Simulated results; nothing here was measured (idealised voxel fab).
Title: Process Module voxel capacitor over wiring
For reference, the cross-section in this document is cut, with width 195 nm and square cells of 5 nm.
Just so we're on the same page, the cross-sections are grids of square cells, and they're listed out in bands top to bottom, each band one or more rows deep.
Top, bottom (nm), then materials left to right with widths (nm); lone material tagged "full width" fills the whole band edge to edge; "air" = empty space.
Measure heights from 0. That's the level where, below it, the as-received wafer is all one material. The lowest band is bottomless and extends downward; write it as in "0..down".
With a width like "30->40", each row of cells in the band differs from the next by the same amount, the top row carrying the first number and the bottom row the second.
"changes: none" -> step changed no cross-section cell.
Listed in "Enclosed cavities": every empty space of 8 or more cells without an open way to the top. Form: width x height at distance, the distance being from the left edge, all in nm.
Anything after a step's settings on that line? It's the simulator's own note about the step.
When a step includes a mask, the "overlay nm" setting on its line states how far to the right of its planned place that mask lay, and negative values state how far to the left.
Listed below are the process steps as planned:
1) RECEIVE (material Si)
2) CONFORMAL_DEP (material SiO2; thk nm 10)
3) CONFORMAL_DEP (material SiN; thk nm 5)
4) DIRECTIONAL_DEP (material lowk; thk nm 15)
5) PATTERN (tone open; mask id METAL_1; material resist; width nm 25; pitch nm 95; thk nm 20; overlay nm 0)
6) DIRECTIONAL_ETCH (etch materials lowk; depth nm 15)
7) DIRECTIONAL_ETCH (etch materials SiN; depth nm 5)
8) STRIP (etch materials resist)
9) CONFORMAL_DEP (material TiN; thk nm 5)
10) FILL_DEP (material Cu; thk nm 5)
11) CMP (height nm 30)
12) CONFORMAL_DEP (material SiCN; thk nm 5)
13) DIRECTIONAL_DEP (material SiO2; thk nm 15)
14) MASKED_ETCH (tone open; mask id PLUG_1; width nm 15; etch materials SiO2; depth nm 15; overlay nm 0)
15) MASKED_ETCH (tone open; mask id PLUG_1; width nm 15; etch materials SiCN; depth nm 5; overlay nm 0)
16) CONFORMAL_DEP (material TiN; thk nm 5)
17) FILL_DEP (material Cu; thk nm 5)
18) CMP (height nm 50)
19) DIRECTIONAL_DEP (material TiN; thk nm 10)
20) DIRECTIONAL_DEP (material HfO2; thk nm 5)
21) DIRECTIONAL_DEP (material TiN; thk nm 5)
22) DIRECTIONAL_DEP (material aC; thk nm 15)
23) PATTERN (tone cover; mask id UPPER_PLATE; material resist; width nm 75; thk nm 30; overlay nm 0)
24) DIRECTIONAL_ETCH (etch materials aC; depth nm 15)
25) STRIP (etch materials resist)
26) DIRECTIONAL_ETCH (etch materials TiN; depth nm 5)
27) DIRECTIONAL_ETCH (etch materials HfO2; depth nm 5)
28) STRIP (etch materials aC)
29) PATTERN (tone cover; mask id LOWER_PLATE; material resist; width nm 85; thk nm 15; overlay nm 0)
30) DIRECTIONAL_ETCH (etch materials TiN; depth nm 10)
31) STRIP (etch materials resist)
32) FILL_DEP (material SiO2; thk nm 15)
33) CMP (height nm 80)
34) PATTERN (tone open; mask id PLUG_2; material resist; width nm 15; thk nm 20; overlay nm 0)
35) DIRECTIONAL_ETCH (etch materials SiO2; depth nm 10)
36) STRIP (etch materials resist)
37) CONFORMAL_DEP (material TiN; thk nm 5)
38) FILL_DEP (material W; thk nm 5)
39) CMP (height nm 80)
40) CONFORMAL_DEP (material SiCN; thk nm 5)
The following pertains to the first of two wafers, which was processed as planned:
Here's what the wafer looked like in cross-section when it arrived - that's after step 1:
- 0..down | Si full width
- Enclosed cavities: none
You're looking at a cross-section of the wafer after step 2:
- 10..0 | SiO2 full width
- Below a height of 0, the structure has not been altered.
You're looking at a cross-section of the wafer after step 3:
- 15..10 | SiN full width
- Below a height of 10, the structure has not been altered.
You're looking at a cross-section of the wafer after step 4:
- 30..15 | lowk full width
- Below a height of 15, the structure has not been altered.
You're looking at a cross-section of the wafer after step 5:
- 50..30 | 35 resist  25 air  70 resist  25 air  40 resist
- Below a height of 30, the structure has not been altered.
You're looking at a cross-section of the wafer after step 6:
- 50..30 | 35 resist  25 air  70 resist  25 air  40 resist
- 30..15 | 35 lowk  25 air  70 lowk  25 air  40 lowk
- Below a height of 15, the structure has not been altered.
You're looking at a cross-section of the wafer after step 7:
- 50..30 | 35 resist  25 air  70 resist  25 air  40 resist
- 30..15 | 35 lowk  25 air  70 lowk  25 air  40 lowk
- 15..10 | 35 SiN  25 air  70 SiN  25 air  40 SiN
- Below a height of 10, the structure has not been altered.
You're looking at a cross-section of the wafer after step 8:
- 30..15 | 35 lowk  25 air  70 lowk  25 air  40 lowk
- Below a height of 15, the structure has not been altered.
You're looking at a cross-section of the wafer after step 9:
- 35..30 | 40 TiN  15 air  80 TiN  15 air  45 TiN
- 30..15 | 35 lowk  5 TiN  15 air  5 TiN  70 lowk  5 TiN  15 air  5 TiN  40 lowk
- 15..10 | 35 SiN  25 TiN  70 SiN  25 TiN  40 SiN
- Below a height of 10, the structure has not been altered.
You're looking at a cross-section of the wafer after step 10:
- 40..35 | Cu full width
- 35..30 | 40 TiN  15 Cu  80 TiN  15 Cu  45 TiN
- 30..15 | 35 lowk  5 TiN  15 Cu  5 TiN  70 lowk  5 TiN  15 Cu  5 TiN  40 lowk
- Below a height of 15, the structure has not been altered.
You're looking at a cross-section of the wafer after step 11:
- 30..15 | 35 lowk  5 TiN  15 Cu  5 TiN  70 lowk  5 TiN  15 Cu  5 TiN  40 lowk
- Below a height of 15, the structure has not been altered.
You're looking at a cross-section of the wafer after step 12:
- 35..30 | SiCN full width
- Below a height of 30, the structure has not been altered.
You're looking at a cross-section of the wafer after step 13:
- 50..35 | SiO2 full width
- Below a height of 35, the structure has not been altered.
You're looking at a cross-section of the wafer after step 14:
- 50..35 | 45 SiO2  15 air  135 SiO2
- Below a height of 35, the structure has not been altered.
You're looking at a cross-section of the wafer after step 15:
- 50..35 | 45 SiO2  15 air  135 SiO2
- 35..30 | 45 SiCN  15 air  135 SiCN
- Below a height of 30, the structure has not been altered.
You're looking at a cross-section of the wafer after step 16:
- 55..50 | 50 TiN  5 air  140 TiN
- 50..35 | 45 SiO2  5 TiN  5 air  5 TiN  135 SiO2
- 35..30 | 45 SiCN  15 TiN  135 SiCN
- Below a height of 30, the structure has not been altered.
You're looking at a cross-section of the wafer after step 17:
- 60..55 | Cu full width
- 55..50 | 50 TiN  5 Cu  140 TiN
- 50..35 | 45 SiO2  5 TiN  5 Cu  5 TiN  135 SiO2
- Below a height of 35, the structure has not been altered.
You're looking at a cross-section of the wafer after step 18:
- 50..35 | 45 SiO2  5 TiN  5 Cu  5 TiN  135 SiO2
- Below a height of 35, the structure has not been altered.
You're looking at a cross-section of the wafer after step 19:
- 60..50 | TiN full width
- Below a height of 50, the structure has not been altered.
You're looking at a cross-section of the wafer after step 20:
- 65..60 | HfO2 full width
- Below a height of 60, the structure has not been altered.
You're looking at a cross-section of the wafer after step 21:
- 70..65 | TiN full width
- Below a height of 65, the structure has not been altered.
You're looking at a cross-section of the wafer after step 22:
- 85..70 | aC full width
- Below a height of 70, the structure has not been altered.
You're looking at a cross-section of the wafer after step 23:
- 115..85 | 45 air  75 resist  75 air
- Below a height of 85, the structure has not been altered.
You're looking at a cross-section of the wafer after step 24:
- 100..85 | 45 air  75 resist  75 air
- 85..70 | 45 air  75 aC  75 air
- Below a height of 70, the structure has not been altered.
You're looking at a cross-section of the wafer after step 25:
- 85..70 | 45 air  75 aC  75 air
- Below a height of 70, the structure has not been altered.
You're looking at a cross-section of the wafer after step 26:
- 85..70 | 45 air  75 aC  75 air
- 70..65 | 45 air  75 TiN  75 air
- Below a height of 65, the structure has not been altered.
You're looking at a cross-section of the wafer after step 27:
- 85..70 | 45 air  75 aC  75 air
- 70..65 | 45 air  75 TiN  75 air
- 65..60 | 45 air  75 HfO2  75 air
- Below a height of 60, the structure has not been altered.
You're looking at a cross-section of the wafer after step 28:
- 70..65 | 45 air  75 TiN  75 air
- Below a height of 65, the structure has not been altered.
You're looking at a cross-section of the wafer after step 29:
- 85..70 | 40 air  85 resist  70 air
- 70..65 | 40 air  5 resist  75 TiN  5 resist  70 air
- 65..60 | 40 air  5 resist  75 HfO2  5 resist  70 air
- Below a height of 60, the structure has not been altered.
You're looking at a cross-section of the wafer after step 30:
- 85..70 | 40 air  85 resist  70 air
- 70..65 | 40 air  5 resist  75 TiN  5 resist  70 air
- 65..60 | 40 air  5 resist  75 HfO2  5 resist  70 air
- 60..50 | 40 air  85 TiN  70 air
- Below a height of 50, the structure has not been altered.
You're looking at a cross-section of the wafer after step 31:
- 70..65 | 45 air  75 TiN  75 air
- 65..60 | 45 air  75 HfO2  75 air
- Below a height of 60, the structure has not been altered.
You're looking at a cross-section of the wafer after step 32:
- 85..70 | SiO2 full width
- 70..65 | 45 SiO2  75 TiN  75 SiO2
- 65..60 | 45 SiO2  75 HfO2  75 SiO2
- 60..50 | 40 SiO2  85 TiN  70 SiO2
- Below a height of 50, the structure has not been altered.
You're looking at a cross-section of the wafer after step 33:
- 80..70 | SiO2 full width
- Below a height of 70, the structure has not been altered.
You're looking at a cross-section of the wafer after step 34:
- 100..80 | 55 resist  15 air  125 resist
- Below a height of 80, the structure has not been altered.
You're looking at a cross-section of the wafer after step 35:
- 100..80 | 55 resist  15 air  125 resist
- 80..70 | 55 SiO2  15 air  125 SiO2
- Below a height of 70, the structure has not been altered.
You're looking at a cross-section of the wafer after step 36:
- 80..70 | 55 SiO2  15 air  125 SiO2
- Below a height of 70, the structure has not been altered.
You're looking at a cross-section of the wafer after step 37:
- 85..80 | 60 TiN  5 air  130 TiN
- 80..75 | 55 SiO2  5 TiN  5 air  5 TiN  125 SiO2
- 75..65 | 55->45 SiO2  15->75 TiN  125->75 SiO2
- Below a height of 65, the structure has not been altered.
You're looking at a cross-section of the wafer after step 38:
- 90..85 | W full width
- 85..80 | 60 TiN  5 W  130 TiN
- 80..75 | 55 SiO2  5 TiN  5 W  5 TiN  125 SiO2
- Below a height of 75, the structure has not been altered.
You're looking at a cross-section of the wafer after step 39:
- 80..75 | 55 SiO2  5 TiN  5 W  5 TiN  125 SiO2
- Below a height of 75, the structure has not been altered.
You're looking at a cross-section of the wafer after step 40:
- 85..80 | SiCN full width
- Below a height of 80, the structure has not been altered.
Second of two: same start, same plan, one run error; steps up to and including 15 match the first:
Planned end of step 16: second wafer, cross-section:
- 55..35 | 50 SiO2  5 air  140 SiO2
- 35..30 | 45 SiCN  15 SiO2  135 SiCN
- Below a height of 30, the structure has not been altered.
Planned end of step 17: second wafer, cross-section:
- 60..55 | Cu full width
- 55..35 | 50 SiO2  5 Cu  140 SiO2
- Below a height of 35, the structure has not been altered.
Planned end of step 18: second wafer, cross-section:
- 50..35 | 50 SiO2  5 Cu  140 SiO2
- Below a height of 35, the structure has not been altered.
Planned end of step 19: second wafer, cross-section:
- 60..50 | TiN full width
- Below a height of 50, the structure has not been altered.
Planned end of step 20: second wafer, cross-section:
- 65..60 | HfO2 full width
- Below a height of 60, the structure has not been altered.
Planned end of step 21: second wafer, cross-section:
- 70..65 | TiN full width
- Below a height of 65, the structure has not been altered.
Planned end of step 22: second wafer, cross-section:
- 85..70 | aC full width
- Below a height of 70, the structure has not been altered.
Planned end of step 23: second wafer, cross-section:
- 115..85 | 45 air  75 resist  75 air
- Below a height of 85, the structure has not been altered.
Planned end of step 24: second wafer, cross-section:
- 100..85 | 45 air  75 resist  75 air
- 85..70 | 45 air  75 aC  75 air
- Below a height of 70, the structure has not been altered.
Planned end of step 25: second wafer, cross-section:
- 85..70 | 45 air  75 aC  75 air
- Below a height of 70, the structure has not been altered.
Planned end of step 26: second wafer, cross-section:
- 85..70 | 45 air  75 aC  75 air
- 70..65 | 45 air  75 TiN  75 air
- Below a height of 65, the structure has not been altered.
Planned end of step 27: second wafer, cross-section:
- 85..70 | 45 air  75 aC  75 air
- 70..65 | 45 air  75 TiN  75 air
- 65..60 | 45 air  75 HfO2  75 air
- Below a height of 60, the structure has not been altered.
Planned end of step 28: second wafer, cross-section:
- 70..65 | 45 air  75 TiN  75 air
- Below a height of 65, the structure has not been altered.
Planned end of step 29: second wafer, cross-section:
- 85..70 | 40 air  85 resist  70 air
- 70..65 | 40 air  5 resist  75 TiN  5 resist  70 air
- 65..60 | 40 air  5 resist  75 HfO2  5 resist  70 air
- Below a height of 60, the structure has not been altered.
Planned end of step 30: second wafer, cross-section:
- 85..70 | 40 air  85 resist  70 air
- 70..65 | 40 air  5 resist  75 TiN  5 resist  70 air
- 65..60 | 40 air  5 resist  75 HfO2  5 resist  70 air
- 60..50 | 40 air  85 TiN  70 air
- Below a height of 50, the structure has not been altered.
Planned end of step 31: second wafer, cross-section:
- 70..65 | 45 air  75 TiN  75 air
- 65..60 | 45 air  75 HfO2  75 air
- Below a height of 60, the structure has not been altered.
Planned end of step 32: second wafer, cross-section:
- 85..70 | SiO2 full width
- 70..65 | 45 SiO2  75 TiN  75 SiO2
- 65..60 | 45 SiO2  75 HfO2  75 SiO2
- 60..50 | 40 SiO2  85 TiN  70 SiO2
- Below a height of 50, the structure has not been altered.
Planned end of step 33: second wafer, cross-section:
- 80..70 | SiO2 full width
- Below a height of 70, the structure has not been altered.
Planned end of step 34: second wafer, cross-section:
- 100..80 | 55 resist  15 air  125 resist
- Below a height of 80, the structure has not been altered.
Planned end of step 35: second wafer, cross-section:
- 100..80 | 55 resist  15 air  125 resist
- 80..70 | 55 SiO2  15 air  125 SiO2
- Below a height of 70, the structure has not been altered.
Planned end of step 36: second wafer, cross-section:
- 80..70 | 55 SiO2  15 air  125 SiO2
- Below a height of 70, the structure has not been altered.
Planned end of step 37: second wafer, cross-section:
- 85..80 | 60 TiN  5 air  130 TiN
- 80..75 | 55 SiO2  5 TiN  5 air  5 TiN  125 SiO2
- 75..65 | 55->45 SiO2  15->75 TiN  125->75 SiO2
- Below a height of 65, the structure has not been altered.
Planned end of step 38: second wafer, cross-section:
- 90..85 | W full width
- 85..80 | 60 TiN  5 W  130 TiN
- 80..75 | 55 SiO2  5 TiN  5 W  5 TiN  125 SiO2
- Below a height of 75, the structure has not been altered.
Planned end of step 39: second wafer, cross-section:
- 80..75 | 55 SiO2  5 TiN  5 W  5 TiN  125 SiO2
- Below a height of 75, the structure has not been altered.
Planned end of step 40: second wafer, cross-section:
- 85..80 | SiCN full width
- Below a height of 80, the structure has not been altered.
Error vs. plan: heads up, step 16 didn't go per plan, it actually ran as CONFORMAL_DEP (material SiO2; thk nm 5)
Materials where the second wafer ends with more or fewer cells than the first: SiO2: 9 more; TiN: 9 fewer
